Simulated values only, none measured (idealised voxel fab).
Name of the process module below: voxel air gaps
Cross-section cut: width 210 nm, square cells of 5 nm.
Bands, listed from the top down, are how a cross-section gets written in this document; the cross-section itself is a grid of square cells, and a band is one or more rows of them. Read a band's entry like this: the first values are the height of its top and the height of its bottom in nm, and what follows is the sequence of materials from left to right, each with its width in nm. Note that "air" is empty space, and that a single material marked "full width" reaches across the band from edge to edge. It should be noted that heights are counted from 0, beneath which the wafer as supplied is of one material throughout, and that the lowest band possesses no lower boundary but continues downward, as written in "0 nm and below". Width "30..40": first value at the band's top row of cells, second value at its bottom row, equal change from row to row. Reading "remained the same" for a step: not a cell of the cross-section changed in it. "Tabulated closed voids" contains a list of empty spaces, each no smaller than 8 cells and without an open way to the top, written in the form width x height at distance with the distance from the left edge and all three in nm. That trailing text on a step's line, after the settings, is the simulator's own remark on the step. What "overlay nm" on a step's line means: if the step has a mask, that mask lay this far to the right of its planned place, or, when the value is negative, to the left.

### Set out below are the planned steps of the process
1,RECEIVE with material Si
2,CONFORMAL_DEP with material SiO2, thk nm 10
3,CONFORMAL_DEP with material SiN, thk nm 5
4,DIRECTIONAL_DEP with material lowk, thk nm 40
5,PATTERN with tone open, mask id LINES, material resist, width nm 15, pitch nm 40, thk nm 15, overlay nm 0
6,DIRECTIONAL_ETCH with etch materials lowk, depth nm 40
7,STRIP with etch materials resist
8,CONFORMAL_DEP with material TiN, thk nm 5
9,FILL_DEP with material Ru, thk nm 10
10,CMP with height nm 55
11,EPI with material Ru, thk nm 10
12,SELECTIVE_ETCH with etch materials lowk, depth nm 50
13,CONFORMAL_DEP with material SiCN, thk nm 5
What sets these wafers apart? The thk nm at step 3. They all start alike, and the plan carries the first wafer's value.

### The first of several wafers in cross-section, exactly as it reached us after step 1
0 nm and below = Si full width
Tabulated closed voids: none

### First wafer of several, cross-section, module end, after step 13 (last)
70 nm to 65 nm = air=40, then SiCN=125, then air=45
65 nm to 55 nm = air=40, then SiCN=5, then Ru=35, then SiCN=5, then Ru=35, then SiCN=5, then Ru=35, then SiCN=5, then air=45
55 nm to 50 nm = air=40, then SiCN=15, then TiN=5, then Ru=5, then TiN=5, then SiCN=25, then TiN=5, then Ru=5, then TiN=5, then SiCN=25, then TiN=5, then Ru=5, then TiN=5, then SiCN=15, then air=45
50 nm to 20 nm = air=50, then SiCN=5, then TiN=5, then Ru=5, then TiN=5, then SiCN=5, then air=15, then SiCN=5, then TiN=5, then Ru=5, then TiN=5, then SiCN=5, then air=15, then SiCN=5, then TiN=5, then Ru=5, then TiN=5, then SiCN=5, then air=55
20 nm to 15 nm = SiCN=55, then TiN=15, then SiCN=25, then TiN=15, then SiCN=25, then TiN=15, then SiCN=60
15 nm to 10 nm = SiN full width
10 nm to 0 nm = SiO2 full width
0 nm and below = Si full width
Tabulated closed voids: 15 x 30 at 75; 15 x 30 at 115

### Last wafer of the set, cross-sectioned at end of module
70 nm to 65 nm = air=40, then SiCN=125, then air=45
65 nm to 55 nm = air=40, then SiCN=5, then Ru=35, then SiCN=5, then Ru=35, then SiCN=5, then Ru=35, then SiCN=5, then air=45
55 nm to 50 nm = air=40, then SiCN=15, then TiN=5, then Ru=5, then TiN=5, then SiCN=25, then TiN=5, then Ru=5, then TiN=5, then SiCN=25, then TiN=5, then Ru=5, then TiN=5, then SiCN=15, then air=45
50 nm to 35 nm = air=50, then SiCN=5, then TiN=5, then Ru=5, then TiN=5, then SiCN=5, then air=15, then SiCN=5, then TiN=5, then Ru=5, then TiN=5, then SiCN=5, then air=15, then SiCN=5, then TiN=5, then Ru=5, then TiN=5, then SiCN=5, then air=55
35 nm to 30 nm = SiCN=55, then TiN=15, then SiCN=25, then TiN=15, then SiCN=25, then TiN=15, then SiCN=60
30 nm to 10 nm = SiN full width
10 nm to 0 nm = SiO2 full width
0 nm and below = Si full width
Tabulated closed voids: 15 x 15 at 75; 15 x 15 at 115

### Where each wafer stands at the end of the module, a row apiece: cells of each material gained (+) or lost (-) since it was received, then closed voids
thk nm 5, +63 Ru, +118 SiCN, +42 SiN, +84 SiO2, +51 TiN, Tabulated closed voids: 15 x 30 at 75; 15 x 30 at 115
thk nm 10, +60 Ru, +112 SiCN, +84 SiN, +84 SiO2, +45 TiN, Tabulated closed voids: 15 x 25 at 75; 15 x 25 at 115
thk nm 15, +57 Ru, +106 SiCN, +126 SiN, +84 SiO2, +39 TiN, Tabulated closed voids: 15 x 20 at 75; 15 x 20 at 115
thk nm 20, +54 Ru, +100 SiCN, +168 SiN, +84 SiO2, +33 TiN, Tabulated closed voids: 15 x 15 at 75; 15 x 15 at 115
